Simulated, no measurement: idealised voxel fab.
Proc. module: voxel gate over fins
The cross-section on display is named cut; it measures 290 nm wide, and its cells are 5 nm squares.
A cross-section in this document is a grid of square cells, and it is written down as bands, the top band listed before the ones below it; a band is made up of one or more rows of cells.
In this notation a band is specified by the heights of its top and bottom, in that order and in nm, after which its materials appear from left to right, each paired with its width in nm. The word "throughout" attached to a single material means that material fills the band from edge to edge; the word "air" stands for empty space.
Note: height 0 marks the level under which the wafer is uniformly one material as received. Lowest band unbounded below, written "0 and below".
The two numbers in a width such as "30..40" mark its ends across the band: the first belongs to the top row of cells, the second to the bottom row, and from each row to the next the width moves by the same amount.
Where a step carries "no alteration", the cross-section came out of it unchanged, cell for cell.
Basically, "Closed voids list" tells you about the enclosed voids: empty spaces with no open way to the top, 8 cells or bigger, each written width x height at distance, where distance is from the left edge, all in nm.
On a step's line, text after the settings is the simulator commenting on that step.
"overlay nm" answers the question of how far to the right of plan the mask lay on a step that has a mask, and when it is negative the answer is to the left.
Note: before/after cross-section pairs follow, one process step per pair, after-side truncated at the lowest changed band, step and settings given beneath. Different runs of this module on the same starting wafer may supply the pairs; a pair continues the one above only where the "Before this step" entry says so.

Before this step:
> 0 down to -10 | Si=110, then air=15, then Si=40, then air=15, then Si=110
> -10 down to -35 | Si=110, then SiO2=15, then Si=40, then SiO2=15, then Si=110
> -35 and below | Si throughout
> Closed voids list: none

Result of Step:
> 5 down to 0 | HfO2=115, then air=5, then HfO2=50, then air=5, then HfO2=115
> 0 down to -5 | Si=110, then HfO2=5, then air=5, then HfO2=5, then Si=40, then HfO2=5, then air=5, then HfO2=5, then Si=110
> -5 down to -10 | Si=110, then HfO2=15, then Si=40, then HfO2=15, then Si=110
> below -10: unchanged
> Closed voids list: none
Connecting step for the cross-sections above: CONFORMAL_DEP, material HfO2, thk nm 5

Before this step: Please consult the pair immediately above; the cross-section it shows after its step is the state before this step.

Result of Step:
> 10 down to 5 | TiN throughout
> 5 down to 0 | HfO2=115, then TiN=5, then HfO2=50, then TiN=5, then HfO2=115
> 0 down to -5 | Si=110, then HfO2=5, then TiN=5, then HfO2=5, then Si=40, then HfO2=5, then TiN=5, then HfO2=5, then Si=110
> below -5: unchanged
> Closed voids list: none
Connecting step for the cross-sections above: CONFORMAL_DEP, material TiN, thk nm 5

Before this step: Please consult the pair immediately above; the cross-section it shows after its step is the state before this step.

Result of Step:
> 15 down to 10 | TiAl throughout
> below 10: unchanged
> Closed voids list: none
Connecting step for the cross-sections above: CONFORMAL_DEP, material TiAl, thk nm 5

Before this step: Please consult the pair immediately above; the cross-section it shows after its step is the state before this step.

Result of Step:
> 20 down to 15 | TiN throughout
> below 15: unchanged
> Closed voids list: none
Connecting step for the cross-sections above: CONFORMAL_DEP, material TiN, thk nm 5

Before this step: Please consult the pair immediately above; the cross-section it shows after its step is the state before this step.

Result of Step:
> 35 down to 20 | W throughout
> below 20: unchanged
> Closed voids list: none
Connecting step for the cross-sections above: FILL_DEP, material W, thk nm 15

Before this step: Please consult the pair immediately above; the cross-section it shows after its step is the state before this step.

Result of Step:
> 30 down to 20 | W throughout
> below 20: unchanged
> Closed voids list: none
Connecting step for the cross-sections above: CMP, height nm 30

Before this step: Please consult the pair immediately above; the cross-section it shows after its step is the state before this step.

Result of Step:
> 40 down to 30 | SiCN throughout
> below 30: unchanged
> Closed voids list: none
Connecting step for the cross-sections above: CONFORMAL_DEP, material SiCN, thk nm 10
